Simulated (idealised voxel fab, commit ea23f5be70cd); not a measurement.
process module | voxel double patterning
cross-section cut | 255 nm wide | cells 5 nm
A cross-section is a grid of square cells, given in bands from the top down. A band is one or more rows of cells.
Each band's line starts with the height of the band's top and of its bottom, in nm. Then come its materials from left to right, each with its width in nm. One material with "throughout" fills the band from edge to edge. "air" is empty space.
Height 0 is the level under which the wafer as received is all one material. The lowest band goes on downwards, as in "0 down".
A width such as "30 to 40" changes by the same amount from each row of cells to the next, from the band's top row to its bottom row.
"no change" after a step means that no cell of the cross-section changed.
closed voids: empty space of 8 cells or more with no open way to the top, each as width x height at its distance from the left edge, in nm
after a step's settings: what the simulator itself notes on the step
overlay nm, on a step with a mask: how far to the right of its planned place the mask lay; to the left if negative
plan
1 op RECEIVE | material Si
2 op CONFORMAL_DEP | material SiO2 | thk nm 5
3 op DIRECTIONAL_DEP | material polySi | thk nm 10
4 op DIRECTIONAL_DEP | material SiN | thk nm 5
5 op PATTERN | tone open | mask id FIRST | material resist | width nm 15 | pitch nm 50 | thk nm 20 | overlay nm 0
6 op DIRECTIONAL_ETCH | etch materials SiN | depth nm 5
7 op STRIP | etch materials resist
8 op DIRECTIONAL_DEP | material aC | thk nm 10
9 op PATTERN | tone open | mask id SECOND | material resist | width nm 15 | pitch nm 50 | thk nm 30 | overlay nm 0
10 op DIRECTIONAL_ETCH | etch materials aC | depth nm 10
11 op STRIP | etch materials resist
12 op DIRECTIONAL_ETCH | etch materials SiN | depth nm 5
13 op STRIP | etch materials aC
14 op DIRECTIONAL_ETCH | etch materials polySi | depth nm 10
15 op STRIP | etch materials SiN
as received, after step 1
  0 down: Si throughout
  closed voids: none
first wafer at the end, as planned
  15 to 5: polySi 70 | air 15 | polySi 10 | air 15 | polySi 10 | air 15 | polySi 10 | air 15 | polySi 10 | air 15 | polySi 70
  5 to 0: SiO2 throughout
  0 down: Si throughout
  closed voids: none
second wafer at the end: like start, like plan, one mistake
  20 to 10: polySi 70 | air 15 | polySi 10 | air 15 | polySi 10 | air 15 | polySi 10 | air 15 | polySi 10 | air 15 | polySi 70
  10 to 5: polySi throughout
  5 to 0: SiO2 throughout
  0 down: Si throughout
  closed voids: none
what went wrong: step 3 ran as: op DIRECTIONAL_DEP | material polySi | thk nm 15
at the end the second wafer has, in cells: 51 more of polySi
